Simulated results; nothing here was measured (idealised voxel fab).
Process module under the name voxel released beams
Cross-section cut spans 290 nm and uses square cells 5 nm in size.
Reading order for cross-sections: top band down to bottom band. Underlying form: a grid of square cells. Band size: one or more rows of cells. It is stipulated that each band's entry specify, in nanometres, the height of the top of the band and then that of its bottom, followed by the materials of the band in left-to-right sequence, each together with its width in nanometres. A single material marked by the word "edge to edge" is understood to fill the band from edge to edge; the word "empty" is understood to denote empty space. For the purposes of this specification, 0 denotes the height below which the wafer in its as-received condition is composed wholly of one material, and the lowermost band, lacking a lower limit, extends downward without end, as expressed in "z 0 and below". A two-number width, for instance "30 to 40", indicates that the width is equal to the first number in the top row of the band and to the second number in the bottom row, and that it changes by a constant amount per row of cells. Step marked "no change"? Then no cell in the cross-section changed in it. Entry "Enclosed cavities". Content: empty spaces with no open connection to the top, size 8 cells or greater. Each: width x height at distance. Distance: from left edge. Unit: nm. after a step's settings: what the simulator itself notes on the step. For masked steps, "overlay nm" on the step line gives how far right of plan the mask actually lay; a minus sign means it lay to the left.

# Intended process steps
1) RECEIVE (material Si)
2) CONFORMAL_DEP (material SiN; thk nm 5)
3) DIRECTIONAL_DEP (material SiO2; thk nm 10)
4) MASKED_ETCH (tone open; mask id ANCHOR; width nm 30; etch materials SiO2; depth nm 10; overlay nm 0)
5) CONFORMAL_DEP (material TiN; thk nm 10)
6) MASKED_ETCH (tone cover; mask id BEAM; width nm 100; etch materials TiN; depth nm 10; overlay nm 0)
7) STRIP (etch materials SiO2)

# First of two wafers, with the run carried out as planned

# As-received wafer cross-section (after step 1)
- z 0 and below | Si edge to edge
- Enclosed cavities: none

# Upon completion of step 2, the wafer appears in cross-section as shown
- z 5 to 0 | SiN edge to edge
- Below 0 it's all the same as before, nothing changed down there.

# Upon completion of step 3, the wafer appears in cross-section as shown
- z 15 to 5 | SiO2 edge to edge
- Below 5 it's all the same as before, nothing changed down there.

# Upon completion of step 4, the wafer appears in cross-section as shown
- z 15 to 5 | SiO2 95 nm  empty 30 nm  SiO2 165 nm
- Below 5 it's all the same as before, nothing changed down there.

# Upon completion of step 5, the wafer appears in cross-section as shown
- z 25 to 15 | TiN 105 nm  empty 10 nm  TiN 175 nm
- z 15 to 5 | SiO2 95 nm  TiN 30 nm  SiO2 165 nm
- Below 5 it's all the same as before, nothing changed down there.

# Upon completion of step 6, the wafer appears in cross-section as shown
- z 25 to 15 | empty 90 nm  TiN 15 nm  empty 10 nm  TiN 75 nm  empty 100 nm
- Below 15 it's all the same as before, nothing changed down there.

# Upon completion of step 7, the wafer appears in cross-section as shown
- z 25 to 15 | empty 90 nm  TiN 15 nm  empty 10 nm  TiN 75 nm  empty 100 nm
- z 15 to 5 | empty 95 nm  TiN 30 nm  empty 165 nm
- Below 5 it's all the same as before, nothing changed down there.

# Wafer two. Identical start, identical plan. One mistake in execution. Identical history through step 3

# Second wafer, sectioned view, at step 4's planned end time
- z 15 to 5 | SiO2 85 nm  empty 30 nm  SiO2 175 nm
- Below 5 it's all the same as before, nothing changed down there.

# Second wafer, sectioned view, at step 5's planned end time
- z 25 to 15 | TiN 95 nm  empty 10 nm  TiN 185 nm
- z 15 to 5 | SiO2 85 nm  TiN 30 nm  SiO2 175 nm
- Below 5 it's all the same as before, nothing changed down there.

# Second wafer, sectioned view, at step 6's planned end time
- z 25 to 15 | empty 90 nm  TiN 5 nm  empty 10 nm  TiN 85 nm  empty 100 nm
- Below 15 it's all the same as before, nothing changed down there.

# Second wafer, sectioned view, at step 7's planned end time
- z 25 to 15 | empty 90 nm  TiN 5 nm  empty 10 nm  TiN 85 nm  empty 100 nm
- z 15 to 5 | empty 85 nm  TiN 30 nm  empty 175 nm
- Below 5 it's all the same as before, nothing changed down there.
Deviation noted in wafer processing: step 4 off recipe, ran as MASKED_ETCH (tone open; mask id ANCHOR; width nm 30; etch materials SiO2; depth nm 10; overlay nm -10)
Cell counts per material: same on both final wafers. Positions: different.
